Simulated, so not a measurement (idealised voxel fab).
process module | voxel capacitor over wiring
cross-section cut | 175 nm wide | cells 5 nm
A cross-section is a grid of square cells, given in bands from the top down. A band is one or more rows of cells.
Each band's line starts with the height of the band's top and of its bottom, in nm. Then come its materials from left to right, each with its width in nm. One material with "throughout" fills the band from edge to edge. "air" is empty space.
Height 0 is the level under which the wafer as received is all one material. The lowest band goes on downwards, as in "0 down".
A width such as "30 to 40" changes by the same amount from each row of cells to the next, from the band's top row to its bottom row.
"no change" after a step means that no cell of the cross-section changed.
closed voids: empty space of 8 cells or more with no open way to the top, each as width x height at its distance from the left edge, in nm
after a step's settings: what the simulator itself notes on the step
overlay nm, on a step with a mask: how far to the right of its planned place the mask lay; to the left if negative
plan
1 op RECEIVE | material Si
2 op CONFORMAL_DEP | material SiO2 | thk nm 15
3 op CONFORMAL_DEP | material SiCN | thk nm 5
4 op DIRECTIONAL_DEP | material SiO2 | thk nm 15
5 op PATTERN | tone open | mask id METAL_1 | material resist | width nm 25 | pitch nm 80 | thk nm 20 | overlay nm 0
6 op DIRECTIONAL_ETCH | etch materials SiO2 | depth nm 15
7 op DIRECTIONAL_ETCH | etch materials SiCN | depth nm 5
8 op STRIP | etch materials resist
9 op CONFORMAL_DEP | material TiN | thk nm 5
10 op FILL_DEP | material W | thk nm 10
11 op CMP | height nm 35
12 op CONFORMAL_DEP | material SiCN | thk nm 5
13 op DIRECTIONAL_DEP | material lowk | thk nm 20
14 op DIRECTIONAL_DEP | material aC | thk nm 15
15 op PATTERN | tone open | mask id PLUG_1 | material resist | width nm 15 | thk nm 35 | overlay nm 0
16 op DIRECTIONAL_ETCH | etch materials aC | depth nm 15
17 op STRIP | etch materials resist
18 op DIRECTIONAL_ETCH | etch materials lowk | depth nm 20
19 op DIRECTIONAL_ETCH | etch materials SiCN | depth nm 5
20 op STRIP | etch materials aC
21 op EPI | material Ru | thk nm 10
22 op EPI | material Ru | thk nm 10
23 op EPI | material Ru | thk nm 5
24 op DIRECTIONAL_DEP | material TiN | thk nm 10
25 op DIRECTIONAL_DEP | material Al2O3 | thk nm 5
26 op DIRECTIONAL_DEP | material TiN | thk nm 5
27 op PATTERN | tone cover | mask id UPPER_PLATE | material resist | width nm 60 | thk nm 20 | overlay nm 0
28 op DIRECTIONAL_ETCH | etch materials TiN | depth nm 5
29 op DIRECTIONAL_ETCH | etch materials Al2O3 | depth nm 5
30 op STRIP | etch materials resist
31 op DIRECTIONAL_DEP | material aC | thk nm 10
32 op PATTERN | tone cover | mask id LOWER_PLATE | material resist | width nm 70 | thk nm 30 | overlay nm -15
33 op DIRECTIONAL_ETCH | etch materials aC | depth nm 10
34 op STRIP | etch materials resist
35 op DIRECTIONAL_ETCH | etch materials TiN | depth nm 10
36 op STRIP | etch materials aC
37 op FILL_DEP | material SiO2 | thk nm 20
38 op CMP | height nm 95
39 op MASKED_ETCH | tone open | mask id PLUG_2 | width nm 15 | etch materials SiO2 | depth nm 15 | overlay nm 0
40 op CONFORMAL_DEP | material TiN | thk nm 5
41 op FILL_DEP | material Ru | thk nm 5
42 op CMP | height nm 95
43 op CONFORMAL_DEP | material SiCN | thk nm 5
varied across the wafers: overlay nm of step 32. The plan shows the first wafer's value. All wafers start alike
first wafer as received, after step 1
  0 down: Si throughout
  closed voids: none
each wafer at the end: cells of each material gained (+) or lost (-) since it was received, then its closed voids
overlay nm -15 | +12 Al2O3 | +17 Ru | +92 SiCN | +362 SiO2 | +71 TiN | +18 W | +128 lowk | closed voids: none
overlay nm -10 | +12 Al2O3 | +17 Ru | +92 SiCN | +363 SiO2 | +70 TiN | +18 W | +128 lowk | closed voids: none
overlay nm -5 | +12 Al2O3 | +17 Ru | +92 SiCN | +364 SiO2 | +69 TiN | +18 W | +128 lowk | closed voids: none
overlay nm 0 | +12 Al2O3 | +17 Ru | +92 SiCN | +364 SiO2 | +69 TiN | +18 W | +128 lowk | closed voids: none
overlay nm 5 | +12 Al2O3 | +17 Ru | +92 SiCN | +364 SiO2 | +69 TiN | +18 W | +128 lowk | closed voids: none
overlay nm 10 | +12 Al2O3 | +17 Ru | +92 SiCN | +363 SiO2 | +70 TiN | +18 W | +128 lowk | closed voids: none
overlay nm 15 | +12 Al2O3 | +17 Ru | +92 SiCN | +362 SiO2 | +71 TiN | +18 W | +128 lowk | closed voids: none
